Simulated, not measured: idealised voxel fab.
Presented below is a process module, voxel transistor to metal.
FYI the section here is cut, 280 nm wide, cells are 5 nm squares.
A cross-section is a grid of square cells, given in bands from the top down. A band is one or more rows of cells. Heads up on the band format: heights come first, top then bottom, in nm. After that it's the materials left to right, each with its width in nm. A single material flagged "everywhere" fills the whole band edge to edge, and "empty" means there's empty space there. Counting heights begins at 0, where everything beneath is, in the wafer as received, one material. The lowest band has no bottom; it goes on downwards, as "z 0 and below" shows. A width such as "30 to 40" changes by the same amount from each row of cells to the next, from the band's top row to its bottom row. "everything unchanged" means the step left every cell of the cross-section as it was. Heads up: "Enclosed cavity list" only lists the empty pockets with no open path to the top that are 8 cells or more, and it writes them as width x height at distance, distance from the left edge, in nm. That trailing text on a step's line, after the settings, is the simulator's own remark on the step. For masked steps, "overlay nm" on the step line gives how far right of plan the mask actually lay; a minus sign means it lay to the left.
[Process steps foreseen in the plan]
1. RECEIVE, material Si
2. OXIDIZE, depth nm 5
3. CONFORMAL_DEP, material SiN, thk nm 10
4. MASKED_ETCH, tone cover, mask id ACTIVE, width nm 105, pitch nm 125, etch materials SiN, depth nm 10, overlay nm 0
5. MASKED_ETCH, tone cover, mask id ACTIVE, width nm 105, pitch nm 125, etch materials SiO2, depth nm 5, overlay nm 0
6. MASKED_ETCH, tone cover, mask id ACTIVE, width nm 105, pitch nm 125, etch materials Si, depth nm 35, overlay nm 0
7. FILL_DEP, material SiO2, thk nm 5
8. CMP, height nm 10
9. SELECTIVE_ETCH, etch materials SiO2, depth nm 10
10. STRIP, etch materials SiN
11. SELECTIVE_ETCH, etch materials SiO2, depth nm 5
12. OXIDIZE, depth nm 5
13. DIRECTIONAL_DEP, material polySi, thk nm 20
14. DIRECTIONAL_DEP, material SiCN, thk nm 15
15. PATTERN, tone cover, mask id GATE, material resist, width nm 25, pitch nm 125, thk nm 15, overlay nm 0
16. DIRECTIONAL_ETCH, etch materials SiCN, depth nm 25
17. DIRECTIONAL_ETCH, etch materials polySi, depth nm 30
18. STRIP, etch materials resist
19. CONFORMAL_DEP, material SiO2, thk nm 5
20. DIRECTIONAL_ETCH, etch materials SiO2, depth nm 5
21. CONFORMAL_DEP, material SiN, thk nm 5
22. DIRECTIONAL_ETCH, etch materials SiN, depth nm 5
23. DIRECTIONAL_ETCH, etch materials SiO2, depth nm 5
24. DIRECTIONAL_ETCH, etch materials Si, depth nm 10
25. EPI, material SiGe, thk nm 10
26. FILL_DEP, material SiO2, thk nm 5
27. CMP, height nm 30
28. DIRECTIONAL_DEP, material SiO2, thk nm 10
29. MASKED_ETCH, tone open, mask id CONTACT, width nm 20, etch materials SiO2, depth nm 50, overlay nm 0
30. CONFORMAL_DEP, material TiN, thk nm 5
31. FILL_DEP, material W, thk nm 5
32. CMP, height nm 40
33. CONFORMAL_DEP, material SiN, thk nm 5
34. DIRECTIONAL_DEP, material lowk, thk nm 15
35. PATTERN, tone open, mask id METAL_1, material resist, width nm 20, thk nm 15, overlay nm 0
36. DIRECTIONAL_ETCH, etch materials lowk, depth nm 15
37. DIRECTIONAL_ETCH, etch materials SiN, depth nm 5
38. STRIP, etch materials resist
39. CONFORMAL_DEP, material TiN, thk nm 5
40. FILL_DEP, material Cu, thk nm 5
41. CMP, height nm 60
42. CONFORMAL_DEP, material SiCN, thk nm 5
43. DIRECTIONAL_DEP, material SiO2, thk nm 30
44. MASKED_ETCH, tone open, mask id METAL_2_HOLES, width nm 15, pitch nm 125, etch materials SiO2, depth nm 30, overlay nm 0
45. MASKED_ETCH, tone open, mask id METAL_2, width nm 20, pitch nm 125, etch materials SiO2, depth nm 15, overlay nm 0
46. MASKED_ETCH, tone open, mask id METAL_2, width nm 20, pitch nm 125, etch materials SiCN, depth nm 5, overlay nm 0
47. CONFORMAL_DEP, material TiN, thk nm 5
48. FILL_DEP, material Cu, thk nm 5
49. CMP, height nm 85
50. CONFORMAL_DEP, material SiCN, thk nm 5
Variable across wafers: step 49 height nm (plan value is that of the first wafer; starting state common to all).
[The first of several wafers as received, shown in cross-section; this is its state after step 1]
z 0 and below = Si everywhere
Enclosed cavity list: none
[Wafer cross-section (first of several) - module end, post step 50 (last step)]
z 90 to 85 = SiCN everywhere
z 85 to 80 = SiO2 30 nm / TiN 5 nm / Cu 5 nm / TiN 10 nm / SiO2 105 nm / TiN 5 nm / Cu 5 nm / TiN 10 nm / SiO2 105 nm
z 80 to 65 = SiO2 30 nm / TiN 5 nm / Cu 5 nm / TiN 5 nm / SiO2 110 nm / TiN 5 nm / Cu 5 nm / TiN 5 nm / SiO2 110 nm
z 65 to 60 = SiCN 30 nm / TiN 15 nm / SiCN 110 nm / TiN 15 nm / SiCN 110 nm
z 60 to 45 = lowk 30 nm / TiN 5 nm / Cu 10 nm / TiN 5 nm / lowk 55 nm / TiN 5 nm / Cu 10 nm / TiN 5 nm / lowk 30 nm / TiN 5 nm / Cu 10 nm / TiN 5 nm / lowk 55 nm / TiN 5 nm / Cu 10 nm / TiN 5 nm / lowk 30 nm
z 45 to 40 = SiN 30 nm / TiN 20 nm / SiN 55 nm / TiN 20 nm / SiN 30 nm / TiN 20 nm / SiN 55 nm / TiN 20 nm / SiN 30 nm
z 40 to 30 = SiO2 30 nm / TiN 5 nm / W 10 nm / TiN 5 nm / SiO2 55 nm / TiN 5 nm / W 10 nm / TiN 5 nm / SiO2 30 nm / TiN 5 nm / W 10 nm / TiN 5 nm / SiO2 55 nm / TiN 5 nm / W 10 nm / TiN 5 nm / SiO2 30 nm
z 30 to 15 = SiO2 30 nm / TiN 5 nm / W 10 nm / TiN 5 nm / SiO2 5 nm / SiN 5 nm / SiO2 5 nm / SiCN 25 nm / SiO2 5 nm / SiN 5 nm / SiO2 5 nm / TiN 5 nm / W 10 nm / TiN 5 nm / SiO2 30 nm / TiN 5 nm / W 10 nm / TiN 5 nm / SiO2 5 nm / SiN 5 nm / SiO2 5 nm / SiCN 25 nm / SiO2 5 nm / SiN 5 nm / SiO2 5 nm / TiN 5 nm / W 10 nm / TiN 5 nm / SiO2 30 nm
z 15 to 5 = SiO2 30 nm / TiN 5 nm / W 10 nm / TiN 5 nm / SiO2 5 nm / SiN 5 nm / SiO2 5 nm / polySi 25 nm / SiO2 5 nm / SiN 5 nm / SiO2 5 nm / TiN 5 nm / W 10 nm / TiN 5 nm / SiO2 30 nm / TiN 5 nm / W 10 nm / TiN 5 nm / SiO2 5 nm / SiN 5 nm / SiO2 5 nm / polySi 25 nm / SiO2 5 nm / SiN 5 nm / SiO2 5 nm / TiN 5 nm / W 10 nm / TiN 5 nm / SiO2 30 nm
z 5 to 0 = SiO2 30 nm / TiN 5 nm / W 5 nm / TiN 10 nm / SiO2 5 nm / SiN 5 nm / SiO2 5 nm / polySi 25 nm / SiO2 5 nm / SiN 5 nm / SiO2 5 nm / TiN 10 nm / W 5 nm / TiN 5 nm / SiO2 30 nm / TiN 5 nm / W 5 nm / TiN 10 nm / SiO2 5 nm / SiN 5 nm / SiO2 5 nm / polySi 25 nm / SiO2 5 nm / SiN 5 nm / SiO2 5 nm / TiN 10 nm / W 5 nm / TiN 5 nm / SiO2 30 nm
z 0 to -5 = SiO2 30 nm / TiN 5 nm / W 5 nm / TiN 5 nm / SiGe 10 nm / SiN 5 nm / SiO2 5 nm / polySi 25 nm / SiO2 5 nm / SiN 5 nm / SiGe 10 nm / TiN 5 nm / W 5 nm / TiN 5 nm / SiO2 30 nm / TiN 5 nm / W 5 nm / TiN 5 nm / SiGe 10 nm / SiN 5 nm / SiO2 5 nm / polySi 25 nm / SiO2 5 nm / SiN 5 nm / SiGe 10 nm / TiN 5 nm / W 5 nm / TiN 5 nm / SiO2 30 nm
z -5 to -10 = SiO2 30 nm / TiN 15 nm / SiGe 10 nm / SiO2 45 nm / SiGe 10 nm / TiN 15 nm / SiO2 30 nm / TiN 15 nm / SiGe 10 nm / SiO2 45 nm / SiGe 10 nm / TiN 15 nm / SiO2 30 nm
z -10 to -20 = SiO2 25 nm / SiGe 30 nm / Si 45 nm / SiGe 30 nm / SiO2 20 nm / SiGe 30 nm / Si 45 nm / SiGe 30 nm / SiO2 25 nm
z -20 to -40 = SiO2 25 nm / Si 105 nm / SiO2 20 nm / Si 105 nm / SiO2 25 nm
z -40 and below = Si everywhere
Enclosed cavity list: none
[X-section, last wafer, module end]
z 110 to 105 = SiCN everywhere
z 105 to 100 = Cu everywhere
z 100 to 95 = TiN 35 nm / Cu 10 nm / TiN 115 nm / Cu 10 nm / TiN 110 nm
z 95 to 85 = SiO2 30 nm / TiN 5 nm / Cu 10 nm / TiN 5 nm / SiO2 105 nm / TiN 5 nm / Cu 10 nm / TiN 5 nm / SiO2 105 nm
z 85 to 80 = SiO2 30 nm / TiN 5 nm / Cu 5 nm / TiN 10 nm / SiO2 105 nm / TiN 5 nm / Cu 5 nm / TiN 10 nm / SiO2 105 nm
z 80 to 65 = SiO2 30 nm / TiN 5 nm / Cu 5 nm / TiN 5 nm / SiO2 110 nm / TiN 5 nm / Cu 5 nm / TiN 5 nm / SiO2 110 nm
z 65 to 60 = SiCN 30 nm / TiN 15 nm / SiCN 110 nm / TiN 15 nm / SiCN 110 nm
z 60 to 45 = lowk 30 nm / TiN 5 nm / Cu 10 nm / TiN 5 nm / lowk 55 nm / TiN 5 nm / Cu 10 nm / TiN 5 nm / lowk 30 nm / TiN 5 nm / Cu 10 nm / TiN 5 nm / lowk 55 nm / TiN 5 nm / Cu 10 nm / TiN 5 nm / lowk 30 nm
z 45 to 40 = SiN 30 nm / TiN 20 nm / SiN 55 nm / TiN 20 nm / SiN 30 nm / TiN 20 nm / SiN 55 nm / TiN 20 nm / SiN 30 nm
z 40 to 30 = SiO2 30 nm / TiN 5 nm / W 10 nm / TiN 5 nm / SiO2 55 nm / TiN 5 nm / W 10 nm / TiN 5 nm / SiO2 30 nm / TiN 5 nm / W 10 nm / TiN 5 nm / SiO2 55 nm / TiN 5 nm / W 10 nm / TiN 5 nm / SiO2 30 nm
z 30 to 15 = SiO2 30 nm / TiN 5 nm / W 10 nm / TiN 5 nm / SiO2 5 nm / SiN 5 nm / SiO2 5 nm / SiCN 25 nm / SiO2 5 nm / SiN 5 nm / SiO2 5 nm / TiN 5 nm / W 10 nm / TiN 5 nm / SiO2 30 nm / TiN 5 nm / W 10 nm / TiN 5 nm / SiO2 5 nm / SiN 5 nm / SiO2 5 nm / SiCN 25 nm / SiO2 5 nm / SiN 5 nm / SiO2 5 nm / TiN 5 nm / W 10 nm / TiN 5 nm / SiO2 30 nm
z 15 to 5 = SiO2 30 nm / TiN 5 nm / W 10 nm / TiN 5 nm / SiO2 5 nm / SiN 5 nm / SiO2 5 nm / polySi 25 nm / SiO2 5 nm / SiN 5 nm / SiO2 5 nm / TiN 5 nm / W 10 nm / TiN 5 nm / SiO2 30 nm / TiN 5 nm / W 10 nm / TiN 5 nm / SiO2 5 nm / SiN 5 nm / SiO2 5 nm / polySi 25 nm / SiO2 5 nm / SiN 5 nm / SiO2 5 nm / TiN 5 nm / W 10 nm / TiN 5 nm / SiO2 30 nm
z 5 to 0 = SiO2 30 nm / TiN 5 nm / W 5 nm / TiN 10 nm / SiO2 5 nm / SiN 5 nm / SiO2 5 nm / polySi 25 nm / SiO2 5 nm / SiN 5 nm / SiO2 5 nm / TiN 10 nm / W 5 nm / TiN 5 nm / SiO2 30 nm / TiN 5 nm / W 5 nm / TiN 10 nm / SiO2 5 nm / SiN 5 nm / SiO2 5 nm / polySi 25 nm / SiO2 5 nm / SiN 5 nm / SiO2 5 nm / TiN 10 nm / W 5 nm / TiN 5 nm / SiO2 30 nm
z 0 to -5 = SiO2 30 nm / TiN 5 nm / W 5 nm / TiN 5 nm / SiGe 10 nm / SiN 5 nm / SiO2 5 nm / polySi 25 nm / SiO2 5 nm / SiN 5 nm / SiGe 10 nm / TiN 5 nm / W 5 nm / TiN 5 nm / SiO2 30 nm / TiN 5 nm / W 5 nm / TiN 5 nm / SiGe 10 nm / SiN 5 nm / SiO2 5 nm / polySi 25 nm / SiO2 5 nm / SiN 5 nm / SiGe 10 nm / TiN 5 nm / W 5 nm / TiN 5 nm / SiO2 30 nm
z -5 to -10 = SiO2 30 nm / TiN 15 nm / SiGe 10 nm / SiO2 45 nm / SiGe 10 nm / TiN 15 nm / SiO2 30 nm / TiN 15 nm / SiGe 10 nm / SiO2 45 nm / SiGe 10 nm / TiN 15 nm / SiO2 30 nm
z -10 to -20 = SiO2 25 nm / SiGe 30 nm / Si 45 nm / SiGe 30 nm / SiO2 20 nm / SiGe 30 nm / Si 45 nm / SiGe 30 nm / SiO2 25 nm
z -20 to -40 = SiO2 25 nm / Si 105 nm / SiO2 20 nm / Si 105 nm / SiO2 25 nm
z -40 and below = Si everywhere
Enclosed cavity list: none
[Basically each wafer gets a line in the table, showing it at the end of the module: material by material, the cells it gained (+) or lost (-) since we got it, then its closed voids]
height nm 85; +32 Cu; -244 Si; +136 SiCN; +64 SiGe; +68 SiN; +576 SiO2; +152 TiN; +64 W; +120 lowk; +40 polySi; Enclosed cavity list: none
height nm 90; +36 Cu; -244 Si; +136 SiCN; +64 SiGe; +68 SiN; +624 SiO2; +156 TiN; +64 W; +120 lowk; +40 polySi; Enclosed cavity list: none
height nm 95; +40 Cu; -244 Si; +136 SiCN; +64 SiGe; +68 SiN; +672 SiO2; +160 TiN; +64 W; +120 lowk; +40 polySi; Enclosed cavity list: none
height nm 100; +44 Cu; -244 Si; +136 SiCN; +64 SiGe; +68 SiN; +672 SiO2; +212 TiN; +64 W; +120 lowk; +40 polySi; Enclosed cavity list: none
height nm 105; +100 Cu; -244 Si; +136 SiCN; +64 SiGe; +68 SiN; +672 SiO2; +212 TiN; +64 W; +120 lowk; +40 polySi; Enclosed cavity list: none
